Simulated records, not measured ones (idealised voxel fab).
The following is a process module called voxel transistor to metal.
Cross-section cut spans 150 nm and uses square cells 5 nm in size.
Cross-section, as written here: a square-cell grid given band by band from the top down, where a band holds one or more rows of cells.
Within each band entry, the heights of the top and of the bottom of the band appear first, in that order and in nm; the materials of the band then follow from left to right, each with its corresponding width in nm. The designation "edge to edge" on a single material indicates that it fills the band from edge to edge; the designation "air" indicates empty space.
Zero point of the height axis is 0; under it, received wafer = one material. Lowest band: continues down indefinitely, "0 nm and below".
Per-row width for "30..40": begins at first number (top row of band), ends at second number (bottom row), increment between rows held constant.
You'll sometimes find "no alterations made" written for a step, and that's the way of saying that nowhere in the cross-section did a cell change during that step.
Voids not open to the top, 8 cells minimum: see "Enclosed void list". Written width x height at distance; distance is from the left edge; nm.
On each step's line, the part that comes after the settings is the simulator's own comment on the step.
For masked steps, "overlay nm" on the step line gives how far right of plan the mask actually lay; a minus sign means it lay to the left.
Steps in the process plan:
1 RECEIVE [material Si]
2 OXIDIZE [depth nm 5]
3 CONFORMAL_DEP [material SiN] [thk nm 15]
4 MASKED_ETCH [tone cover] [mask id ACTIVE] [width nm 105] [etch materials SiN] [depth nm 15] [overlay nm 0]
5 MASKED_ETCH [tone cover] [mask id ACTIVE] [width nm 105] [etch materials SiO2] [depth nm 5] [overlay nm 0]
6 MASKED_ETCH [tone cover] [mask id ACTIVE] [width nm 105] [etch materials Si] [depth nm 35] [overlay nm 0]
7 FILL_DEP [material SiO2] [thk nm 15]
8 CMP [height nm 15]
9 SELECTIVE_ETCH [etch materials SiO2] [depth nm 15]
10 STRIP [etch materials SiN]
11 SELECTIVE_ETCH [etch materials SiO2] [depth nm 5]
12 OXIDIZE [depth nm 5]
13 DIRECTIONAL_DEP [material polySi] [thk nm 25]
14 DIRECTIONAL_DEP [material SiCN] [thk nm 15]
15 DIRECTIONAL_DEP [material aC] [thk nm 10]
16 PATTERN [tone cover] [mask id GATE] [material resist] [width nm 25] [thk nm 30] [overlay nm 0]
17 DIRECTIONAL_ETCH [etch materials aC] [depth nm 10]
18 STRIP [etch materials resist]
19 DIRECTIONAL_ETCH [etch materials SiCN] [depth nm 25]
20 DIRECTIONAL_ETCH [etch materials polySi] [depth nm 35]
21 STRIP [etch materials aC]
22 CONFORMAL_DEP [material SiN] [thk nm 5]
23 DIRECTIONAL_ETCH [etch materials SiN] [depth nm 5]
24 DIRECTIONAL_ETCH [etch materials SiO2] [depth nm 5]
25 DIRECTIONAL_ETCH [etch materials Si] [depth nm 5]
26 EPI [material SiGe] [thk nm 5]
27 FILL_DEP [material SiO2] [thk nm 10]
28 CMP [height nm 20]
29 STRIP [etch materials polySi]
30 SELECTIVE_ETCH [etch materials SiO2] [depth nm 5]
31 CONFORMAL_DEP [material HfO2] [thk nm 5]
32 CONFORMAL_DEP [material TiN] [thk nm 5]
33 FILL_DEP [material W] [thk nm 5]
34 CMP [height nm 15]
35 DIRECTIONAL_DEP [material SiO2] [thk nm 10]
36 MASKED_ETCH [tone open] [mask id CONTACT] [width nm 15] [pitch nm 80] [etch materials SiO2] [depth nm 35] [overlay nm 0]
37 CONFORMAL_DEP [material TiN] [thk nm 5]
38 FILL_DEP [material W] [thk nm 10]
39 CMP [height nm 25]
40 DIRECTIONAL_DEP [material TiN] [thk nm 5]
41 DIRECTIONAL_DEP [material W] [thk nm 15]
42 PATTERN [tone cover] [mask id METAL_1] [material resist] [width nm 15] [pitch nm 80] [thk nm 20] [overlay nm 0]
43 DIRECTIONAL_ETCH [etch materials W] [depth nm 15]
44 DIRECTIONAL_ETCH [etch materials TiN] [depth nm 5]
45 STRIP [etch materials resist]
46 FILL_DEP [material SiO2] [thk nm 5]
47 CMP [height nm 45]
48 CONFORMAL_DEP [material SiN] [thk nm 5]
Wafer at receipt (post step 1), cross-section:
0 nm and below  Si edge to edge
Enclosed void list: none
End-of-module XS, first of two wafers, run as planned:
50 nm to 45 nm  SiN edge to edge
45 nm to 30 nm  25 nm SiO2 | 15 nm W | 65 nm SiO2 | 15 nm W | 30 nm SiO2
30 nm to 25 nm  25 nm SiO2 | 15 nm TiN | 65 nm SiO2 | 15 nm TiN | 30 nm SiO2
25 nm to 15 nm  25 nm SiO2 | 5 nm TiN | 5 nm W | 5 nm TiN | 65 nm SiO2 | 5 nm TiN | 5 nm W | 5 nm TiN | 30 nm SiO2
15 nm to 0 nm  25 nm SiO2 | 5 nm TiN | 5 nm W | 5 nm TiN | 15 nm SiO2 | 5 nm SiN | 5 nm HfO2 | 5 nm TiN | 5 nm W | 5 nm TiN | 5 nm HfO2 | 5 nm SiN | 15 nm SiO2 | 5 nm TiN | 5 nm W | 5 nm TiN | 30 nm SiO2
0 nm to -5 nm  25 nm SiO2 | 5 nm TiN | 5 nm W | 5 nm TiN | 15 nm SiO2 | 5 nm SiN | 5 nm HfO2 | 15 nm TiN | 5 nm HfO2 | 5 nm SiN | 15 nm SiO2 | 5 nm TiN | 5 nm W | 5 nm TiN | 30 nm SiO2
-5 nm to -10 nm  25 nm SiO2 | 15 nm TiN | 10 nm SiO2 | 5 nm SiGe | 35 nm HfO2 | 5 nm SiGe | 10 nm SiO2 | 15 nm TiN | 30 nm SiO2
-10 nm to -15 nm  20 nm SiO2 | 35 nm SiGe | 35 nm Si | 35 nm SiGe | 25 nm SiO2
-15 nm to -40 nm  20 nm SiO2 | 105 nm Si | 25 nm SiO2
-40 nm and below  Si edge to edge
Enclosed void list: none
Second wafer cross-section at end of module - shared start and plan with the first, one mistake in the run:
50 nm to 45 nm  SiN edge to edge
45 nm to 30 nm  25 nm SiO2 | 15 nm W | 65 nm SiO2 | 15 nm W | 30 nm SiO2
30 nm to 25 nm  25 nm SiO2 | 15 nm TiN | 65 nm SiO2 | 15 nm TiN | 30 nm SiO2
25 nm to 15 nm  25 nm SiO2 | 5 nm TiN | 5 nm W | 5 nm TiN | 65 nm SiO2 | 5 nm TiN | 5 nm W | 5 nm TiN | 30 nm SiO2
15 nm to -5 nm  25 nm SiO2 | 5 nm TiN | 5 nm W | 5 nm TiN | 15 nm SiO2 | 5 nm SiN | 5 nm TiN | 15 nm W | 5 nm TiN | 5 nm SiN | 15 nm SiO2 | 5 nm TiN | 5 nm W | 5 nm TiN | 30 nm SiO2
-5 nm to -10 nm  25 nm SiO2 | 15 nm TiN | 10 nm SiO2 | 5 nm SiGe | 35 nm TiN | 5 nm SiGe | 10 nm SiO2 | 15 nm TiN | 30 nm SiO2
-10 nm to -15 nm  20 nm SiO2 | 35 nm SiGe | 35 nm Si | 35 nm SiGe | 25 nm SiO2
-15 nm to -40 nm  20 nm SiO2 | 105 nm Si | 25 nm SiO2
-40 nm and below  Si edge to edge
Enclosed void list: none
Short version of what went wrong: step 31 of the plan was bypassed and not carried out
End of process, cell counts, second wafer against first, materials with more or fewer: -15 HfO2 | +6 TiN | +9 W
